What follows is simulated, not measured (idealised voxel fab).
process module | voxel local oxidation
cross-section cut | 205 nm wide | cells 5 nm
A cross-section is a grid of square cells, given in bands from the top down. A band is one or more rows of cells.
Each band's line starts with the height of the band's top and of its bottom, in nm. Then come its materials from left to right, each with its width in nm. One material with "throughout" fills the band from edge to edge. "air" is empty space.
Height 0 is the level under which the wafer as received is all one material. The lowest band goes on downwards, as in "0 down".
A width such as "30 to 40" changes by the same amount from each row of cells to the next, from the band's top row to its bottom row.
"no change" after a step means that no cell of the cross-section changed.
closed voids: empty space of 8 cells or more with no open way to the top, each as width x height at its distance from the left edge, in nm
after a step's settings: what the simulator itself notes on the step
overlay nm, on a step with a mask: how far to the right of its planned place the mask lay; to the left if negative
plan
1 op RECEIVE | material Si
2 op OXIDIZE | depth nm 5
3 op CONFORMAL_DEP | material SiN | thk nm 10
4 op MASKED_ETCH | tone cover | mask id ACTIVE | width nm 105 | etch materials SiN | depth nm 10 | overlay nm 0
5 op SELECTIVE_ETCH | etch materials SiO2 | depth nm 5
6 op OXIDIZE | depth nm 10
7 op STRIP | etch materials SiN
as received, after step 1
  0 down: Si throughout
  closed voids: none
a wafer at the end: this start, this plan, one mistake
  -5 to -15: SiO2 throughout
  -15 down: Si throughout
  closed voids: none
what went wrong: step 3 was left out
